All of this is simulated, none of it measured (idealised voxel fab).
Title: Process Module voxel tone inversion
Displayed cross-section: cut, width of 300 nm, square cells sized 5 nm.
How to read a cross-section here: the picture is a grid of square cells, written as bands going from the top down, and any band can span one or more rows of cells.
Heights first: top, then bottom, in nm. Then materials, left to right, each with a width in nm. "edge to edge" on a single material: fills the band edge to edge. "blank": empty space.
For the purposes of this specification, 0 denotes the height below which the wafer in its as-received condition is composed wholly of one material, and the lowermost band, lacking a lower limit, extends downward without end, as expressed in "0 nm and below".
The expression "30->40" gives the width at the extremes of the band, the first number at its top row of cells and the second at its bottom row, with the width changing by equal amounts from each row to the next in between.
Given "nothing different" for a step, no cell of the cross-section differs between before and after that step.
Voids not open to the top, 8 cells minimum: see "Unvented cavities". Written width x height at distance; distance is from the left edge; nm.
Step line, after settings: the simulator's comment on this step.
The line of a step may include "overlay nm". On a step with a mask, this value is how far to the right of its planned place the mask lay. A negative value means the mask lay to the left.

-- Listed below are the process steps as planned
1,RECEIVE | material Si
2,CONFORMAL_DEP | material SiN | thk nm 5
3,DIRECTIONAL_DEP | material polySi | thk nm 15
4,PATTERN | tone cover | mask id POSTS | material resist | width nm 15 | pitch nm 40 | thk nm 20 | overlay nm -15
5,DIRECTIONAL_ETCH | etch materials polySi | depth nm 15
6,STRIP | etch materials resist
7,FILL_DEP | material SiO2 | thk nm 10
8,CMP | height nm 20
9,STRIP | etch materials polySi
10,CONFORMAL_DEP | material TiN | thk nm 5
11,FILL_DEP | material Ru | thk nm 10
12,CMP | height nm 20
13,CONFORMAL_DEP | material SiN | thk nm 5
It is noted that the wafers described herein are identical at the outset and are distinguished by the overlay nm of step 4; the value stated in the plan corresponds to the first wafer.

-- Cross-section of the first of several received wafers, showing its state after step 1
  0 nm and below = Si edge to edge
  Unvented cavities: none

-- After the module's final step, step 13: the first of several wafers in cross-section
  25 nm to 20 nm = SiN edge to edge
  20 nm to 10 nm = SiO2=85, TiN=5, Ru=5, TiN=5, SiO2=25, TiN=5, Ru=5, TiN=5, SiO2=25, TiN=5, Ru=5, TiN=5, SiO2=120
  10 nm to 5 nm = SiO2=85, TiN=15, SiO2=25, TiN=15, SiO2=25, TiN=15, SiO2=120
  5 nm to 0 nm = SiN edge to edge
  0 nm and below = Si edge to edge
  Unvented cavities: none

-- Cross-sectional depiction of the last of several wafers upon completion of the module
  25 nm to 20 nm = SiN edge to edge
  20 nm to 10 nm = SiO2=115, TiN=5, Ru=5, TiN=5, SiO2=25, TiN=5, Ru=5, TiN=5, SiO2=25, TiN=5, Ru=5, TiN=5, SiO2=90
  10 nm to 5 nm = SiO2=115, TiN=15, SiO2=25, TiN=15, SiO2=25, TiN=15, SiO2=90
  5 nm to 0 nm = SiN edge to edge
  0 nm and below = Si edge to edge
  Unvented cavities: none

-- Per wafer (row), end of module: delta in cells per material since receipt, (+) for gained, (-) for lost; closed voids after that
overlay nm -15 | +6 Ru | +120 SiN | +153 SiO2 | +21 TiN | Unvented cavities: none
overlay nm -10 | +6 Ru | +120 SiN | +153 SiO2 | +21 TiN | Unvented cavities: none
overlay nm -5 | +6 Ru | +120 SiN | +153 SiO2 | +21 TiN | Unvented cavities: none
overlay nm 0 | +6 Ru | +120 SiN | +153 SiO2 | +21 TiN | Unvented cavities: none
overlay nm 5 | +6 Ru | +120 SiN | +153 SiO2 | +21 TiN | Unvented cavities: none
overlay nm 10 | +6 Ru | +120 SiN | +153 SiO2 | +21 TiN | Unvented cavities: none
overlay nm 15 | +6 Ru | +120 SiN | +153 SiO2 | +21 TiN | Unvented cavities: none
